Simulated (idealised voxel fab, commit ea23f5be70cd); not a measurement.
Process module, titled voxel transistor to metal
This is section cut - it's 210 nm across, gridded in 5 nm square cells.
Cross-section = grid of square cells, listed top down in bands; band = one or more rows.
Basically the band line says how high the top is and how high the bottom is, in nm, and then what's in it from left to right, every material with its width in nm. Empty space shows up as "air", and if a single material carries "all across" it runs the full band edge to edge.
Zero point of the height axis is 0; under it, received wafer = one material. Lowest band: continues down indefinitely, "top 0, no bottom".
A two-number width, for instance "30 to 40", indicates that the width is equal to the first number in the top row of the band and to the second number in the bottom row, and that it changes by a constant amount per row of cells.
Step note "no modifications" = no cross-section cell changed.
Look at "Closed void roster" for the closed voids: empty spaces with no open path to the top, sized 8 cells or up. Each is width x height at distance, distance from the left edge, all nm.
If you see something after the settings on a step's line, that's the simulator's own remark about that step.
Each step line may optionally specify "overlay nm", which for a step with a mask gives the rightward distance between the mask's planned place and where it lay, a negative value indicating the leftward direction.

**Intended process steps**
step 1: op RECEIVE | material Si
step 2: op CONFORMAL_DEP | material SiO2 | thk nm 5
step 3: op CONFORMAL_DEP | material SiN | thk nm 15
step 4: op DIRECTIONAL_DEP | material aC | thk nm 10
step 5: op PATTERN | tone cover | mask id ACTIVE | material resist | width nm 105 | thk nm 30 | overlay nm 0
step 6: op DIRECTIONAL_ETCH | etch materials aC | depth nm 10
step 7: op STRIP | etch materials resist
step 8: op DIRECTIONAL_ETCH | etch materials SiN | depth nm 15
step 9: op DIRECTIONAL_ETCH | etch materials SiO2 | depth nm 5
step 10: op DIRECTIONAL_ETCH | etch materials Si | depth nm 25
step 11: op STRIP | etch materials aC
step 12: op OXIDIZE | depth nm 5
step 13: op FILL_DEP | material SiO2 | thk nm 5
step 14: op CMP | height nm 20
step 15: op SELECTIVE_ETCH | etch materials SiO2 | depth nm 10
step 16: op STRIP | etch materials SiN
step 17: op SELECTIVE_ETCH | etch materials SiO2 | depth nm 5
step 18: op OXIDIZE | depth nm 5
step 19: op DIRECTIONAL_DEP | material polySi | thk nm 30
step 20: op DIRECTIONAL_DEP | material SiCN | thk nm 15
step 21: op MASKED_ETCH | tone cover | mask id GATE | width nm 25 | etch materials SiCN | depth nm 25 | overlay nm 0
step 22: op MASKED_ETCH | tone cover | mask id GATE | width nm 25 | etch materials polySi | depth nm 40 | overlay nm 0
step 23: op CONFORMAL_DEP | material SiO2 | thk nm 5
step 24: op DIRECTIONAL_ETCH | etch materials SiO2 | depth nm 5
step 25: op CONFORMAL_DEP | material SiN | thk nm 5
step 26: op DIRECTIONAL_ETCH | etch materials SiN | depth nm 5
step 27: op DIRECTIONAL_ETCH | etch materials SiO2 | depth nm 5
step 28: op DIRECTIONAL_ETCH | etch materials Si | depth nm 5
step 29: op EPI | material SiGe | thk nm 5
step 30: op FILL_DEP | material SiO2 | thk nm 5
step 31: op CMP | height nm 30
step 32: op STRIP | etch materials polySi
step 33: op SELECTIVE_ETCH | etch materials SiO2 | depth nm 5
step 34: op CONFORMAL_DEP | material HfO2 | thk nm 5
step 35: op CONFORMAL_DEP | material TiN | thk nm 5
step 36: op FILL_DEP | material W | thk nm 10
step 37: op CMP | height nm 25
step 38: op DIRECTIONAL_DEP | material SiO2 | thk nm 15
step 39: op DIRECTIONAL_DEP | material aC | thk nm 15
step 40: op PATTERN | tone open | mask id CONTACT | material resist | width nm 20 | pitch nm 75 | thk nm 30 | overlay nm 0
step 41: op DIRECTIONAL_ETCH | etch materials aC | depth nm 15
step 42: op STRIP | etch materials resist
step 43: op DIRECTIONAL_ETCH | etch materials SiO2 | depth nm 45
step 44: op STRIP | etch materials aC
step 45: op CONFORMAL_DEP | material TiN | thk nm 5
step 46: op FILL_DEP | material W | thk nm 5
step 47: op CMP | height nm 40
step 48: op CONFORMAL_DEP | material SiN | thk nm 5
step 49: op DIRECTIONAL_DEP | material SiO2 | thk nm 15
step 50: op MASKED_ETCH | tone open | mask id METAL_1 | width nm 20 | pitch nm 75 | etch materials SiO2 | depth nm 15 | overlay nm 0
step 51: op MASKED_ETCH | tone open | mask id METAL_1 | width nm 20 | pitch nm 75 | etch materials SiN | depth nm 5 | overlay nm 0
step 52: op CONFORMAL_DEP | material TiN | thk nm 5
step 53: op FILL_DEP | material Cu | thk nm 5
step 54: op CMP | height nm 60
step 55: op EPI | material Ru | thk nm 5
step 56: op FILL_DEP | material SiCN | thk nm 5

**Cross-section of the wafer upon arrival, representing the state reached after step 1**
  top 0, no bottom = Si all across
  Closed void roster: none

**Module complete, cross-section. Starting point and plan per above. One mistake made in running the module**
  top 70, bottom 65 = SiCN all across
  top 65, bottom 60 = 50 SiCN / 30 Ru / 45 SiCN / 30 Ru / 55 SiCN
  top 60, bottom 45 = 55 SiO2 / 5 TiN / 10 Cu / 5 TiN / 55 SiO2 / 5 TiN / 10 Cu / 5 TiN / 60 SiO2
  top 45, bottom 40 = 55 SiN / 20 TiN / 55 SiN / 20 TiN / 60 SiN
  top 40, bottom 25 = 55 SiO2 / 5 TiN / 10 W / 5 TiN / 55 SiO2 / 5 TiN / 10 W / 5 TiN / 60 SiO2
  top 25, bottom 5 = 55 SiO2 / 5 TiN / 10 W / 5 TiN / 5 SiO2 / 5 SiN / 5 TiN / 25 W / 5 TiN / 5 SiN / 5 SiO2 / 5 TiN / 10 W / 5 TiN / 60 SiO2
  top 5, bottom 0 = 50 SiO2 / 5 SiN / 5 TiN / 10 W / 5 TiN / 5 SiO2 / 5 SiN / 5 TiN / 25 W / 5 TiN / 5 SiN / 5 SiO2 / 5 TiN / 10 W / 5 TiN / 5 SiN / 55 SiO2
  top 0, bottom -5 = 55 SiO2 / 20 TiN / 5 SiGe / 5 SiO2 / 35 TiN / 5 SiO2 / 5 SiGe / 20 TiN / 60 SiO2
  top -5, bottom -10 = 55 SiO2 / 25 SiGe / 45 Si / 25 SiGe / 60 SiO2
  top -10, bottom -30 = 55 SiO2 / 95 Si / 60 SiO2
  top -30, no bottom = Si all across
  Closed void roster: none
Misprocessing identified: step 34 of the plan never got run, it was skipped over
